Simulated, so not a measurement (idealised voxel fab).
process module | voxel ribs on slabs
cross-section cut | 225 nm wide | cells 5 nm
A cross-section is a grid of square cells, given in bands from the top down. A band is one or more rows of cells.
Each band's line starts with the height of the band's top and of its bottom, in nm. Then come its materials from left to right, each with its width in nm. One material with "throughout" fills the band from edge to edge. "air" is empty space.
Height 0 is the level under which the wafer as received is all one material. The lowest band goes on downwards, as in "0 down".
A width such as "30 to 40" changes by the same amount from each row of cells to the next, from the band's top row to its bottom row.
"no change" after a step means that no cell of the cross-section changed.
closed voids: empty space of 8 cells or more with no open way to the top, each as width x height at its distance from the left edge, in nm
after a step's settings: what the simulator itself notes on the step
overlay nm, on a step with a mask: how far to the right of its planned place the mask lay; to the left if negative
plan
1 op RECEIVE | material Si
2 op DIRECTIONAL_DEP | material SiO2 | thk nm 20
3 op DIRECTIONAL_DEP | material SiN | thk nm 15
4 op PATTERN | tone cover | mask id RIB | material resist | width nm 15 | thk nm 20 | overlay nm 0
5 op DIRECTIONAL_ETCH | etch materials SiN | depth nm 10
6 op STRIP | etch materials resist
7 op PATTERN | tone cover | mask id SLAB | material resist | width nm 65 | thk nm 20 | overlay nm 0
8 op DIRECTIONAL_ETCH | etch materials SiN | depth nm 5
9 op STRIP | etch materials resist
10 op FILL_DEP | material SiO2 | thk nm 20
11 op CMP | height nm 50
12 op DIRECTIONAL_DEP | material TiN | thk nm 10
13 op PATTERN | tone cover | mask id HEATER | material resist | width nm 25 | thk nm 15 | overlay nm 0
14 op DIRECTIONAL_ETCH | etch materials TiN | depth nm 10
15 op STRIP | etch materials resist
16 op CONFORMAL_DEP | material SiN | thk nm 10
as received, after step 1
  0 down: Si throughout
  closed voids: none
first wafer at the end, as planned
  70 to 60: air 90 | SiN 45 | air 90
  60 to 50: SiN 100 | TiN 25 | SiN 100
  50 to 35: SiO2 throughout
  35 to 25: SiO2 105 | SiN 15 | SiO2 105
  25 to 20: SiO2 80 | SiN 65 | SiO2 80
  20 to 0: SiO2 throughout
  0 down: Si throughout
  closed voids: none
second wafer at the end: like start, like plan, one mistake
  70 to 60: air 90 | SiN 45 | air 90
  60 to 50: SiN 100 | TiN 25 | SiN 100
  50 to 35: SiO2 throughout
  35 to 25: SiO2 105 | SiN 15 | SiO2 105
  25 to 20: SiO2 70 | SiN 65 | SiO2 90
  20 to 0: SiO2 throughout
  0 down: Si throughout
  closed voids: none
what went wrong: step 7 ran as: op PATTERN | tone cover | mask id SLAB | material resist | width nm 65 | thk nm 20 | overlay nm -10
at the end the second wafer has, in cells: as many of each material as the first, in other places
